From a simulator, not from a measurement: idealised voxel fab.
The document below concerns the process module designated voxel self aligned vias.
Displayed cross-section: cut, width of 235 nm, square cells sized 5 nm.
How to read a cross-section here: the picture is a grid of square cells, written as bands going from the top down, and any band can span one or more rows of cells. A band entry consists of two parts. The first gives the height of the band's top and the height of its bottom, in nm. The rest lists the band's materials from left to right, each with its width in nm. A single material labelled with the word "throughout" fills the band from edge to edge, and the word "air" marks empty space. We count height from 0. Below that, the starting wafer is all one material. The lowest band never ends at the bottom but goes on down; see "0 -> down" for how that is written. A width such as "30..40" changes by the same amount from each row of cells to the next, from the band's top row to its bottom row. Any step labelled "same as before" changed none of the cells in the cross-section. The list in "Fully enclosed voids" covers empty spaces of 8 cells or more that cannot reach the top through any open way, and it gives each as width x height at distance; the distance is from the left edge, and width, height and distance are in nm. Anything after a step's settings on that line? It's the simulator's own note about the step. overlay nm: mask right of planned place by this much (step with mask). Neg. = left.
plan
| 1 | RECEIVE [material Si] |
| 2 | CONFORMAL_DEP [material SiO2] [thk nm 10] |
| 3 | CONFORMAL_DEP [material SiCN] [thk nm 5] |
| 4 | DIRECTIONAL_DEP [material lowk] [thk nm 30] |
| 5 | DIRECTIONAL_DEP [material aC] [thk nm 10] |
| 6 | PATTERN [tone open] [mask id LINES] [material resist] [width nm 20] [pitch nm 45] [thk nm 25] [overlay nm 0] |
| 7 | DIRECTIONAL_ETCH [etch materials aC] [depth nm 10] |
| 8 | STRIP [etch materials resist] |
| 9 | DIRECTIONAL_ETCH [etch materials lowk] [depth nm 30] |
| 10 | STRIP [etch materials aC] |
| 11 | CONFORMAL_DEP [material TiN] [thk nm 5] |
| 12 | FILL_DEP [material W] [thk nm 5] |
| 13 | CMP [height nm 45] |
| 14 | SELECTIVE_ETCH [etch materials W Ru TiN] [depth nm 10] |
| 15 | FILL_DEP [material SiN] [thk nm 10] |
| 16 | CMP [height nm 45] |
| 17 | DIRECTIONAL_DEP [material lowk] [thk nm 20] |
| 18 | MASKED_ETCH [tone open] [mask id VIAS] [width nm 30] [etch materials lowk] [depth nm 20] [overlay nm 0] |
| 19 | MASKED_ETCH [tone open] [mask id VIAS] [width nm 30] [etch materials SiN] [depth nm 10] [overlay nm 0] |
| 20 | CONFORMAL_DEP [material TiN] [thk nm 5] |
| 21 | FILL_DEP [material Cu] [thk nm 5] |
| 22 | CMP [height nm 65] |
| 23 | CONFORMAL_DEP [material SiCN] [thk nm 5] |
Cross-section of the incoming wafer, state after step 1
	0 -> down: Si throughout
	Fully enclosed voids: none
Cross-sectional image of the first of two wafers at the end of the module, the run having proceeded as planned
	70 -> 65: SiCN throughout
	65 -> 50: 80 nm lowk, then 5 nm TiN, then 20 nm Cu, then 5 nm TiN, then 125 nm lowk
	50 -> 45: 80 nm lowk, then 10 nm TiN, then 10 nm Cu, then 10 nm TiN, then 125 nm lowk
	45 -> 40: 85 nm lowk, then 5 nm TiN, then 10 nm Cu, then 5 nm TiN, then 25 nm lowk, then 20 nm SiN, then 85 nm lowk
	40 -> 35: 85 nm lowk, then 20 nm TiN, then 25 nm lowk, then 20 nm SiN, then 85 nm lowk
	35 -> 20: 85 nm lowk, then 5 nm TiN, then 10 nm W, then 5 nm TiN, then 25 nm lowk, then 5 nm TiN, then 10 nm W, then 5 nm TiN, then 85 nm lowk
	20 -> 15: 85 nm lowk, then 20 nm TiN, then 25 nm lowk, then 20 nm TiN, then 85 nm lowk
	15 -> 10: SiCN throughout
	10 -> 0: SiO2 throughout
	0 -> down: Si throughout
	Fully enclosed voids: none
Cross-section, wafer two of two, end of module: same start and plan as wafer one, one error in execution
	70 -> 65: SiCN throughout
	65 -> 45: 80 nm lowk, then 5 nm TiN, then 20 nm Cu, then 5 nm TiN, then 125 nm lowk
	45 -> 40: 80 nm lowk, then 10 nm TiN, then 10 nm Cu, then 10 nm TiN, then 20 nm lowk, then 20 nm SiN, then 85 nm lowk
	40 -> 35: 85 nm lowk, then 20 nm TiN, then 25 nm lowk, then 20 nm SiN, then 85 nm lowk
	35 -> 20: 85 nm lowk, then 5 nm TiN, then 10 nm W, then 5 nm TiN, then 25 nm lowk, then 5 nm TiN, then 10 nm W, then 5 nm TiN, then 85 nm lowk
	20 -> 15: 85 nm lowk, then 20 nm TiN, then 25 nm lowk, then 20 nm TiN, then 85 nm lowk
	15 -> 10: SiCN throughout
	10 -> 0: SiO2 throughout
	0 -> down: Si throughout
	Fully enclosed voids: none
what went wrong: step 18 went in with a setting other than planned; the actual run was MASKED_ETCH [tone open] [mask id VIAS] [width nm 30] [etch materials lowk] [depth nm 25] [overlay nm 0]
Per the end-of-run cell counts, the second wafer holds more or fewer of some materials than the first: Cu +2; lowk -2
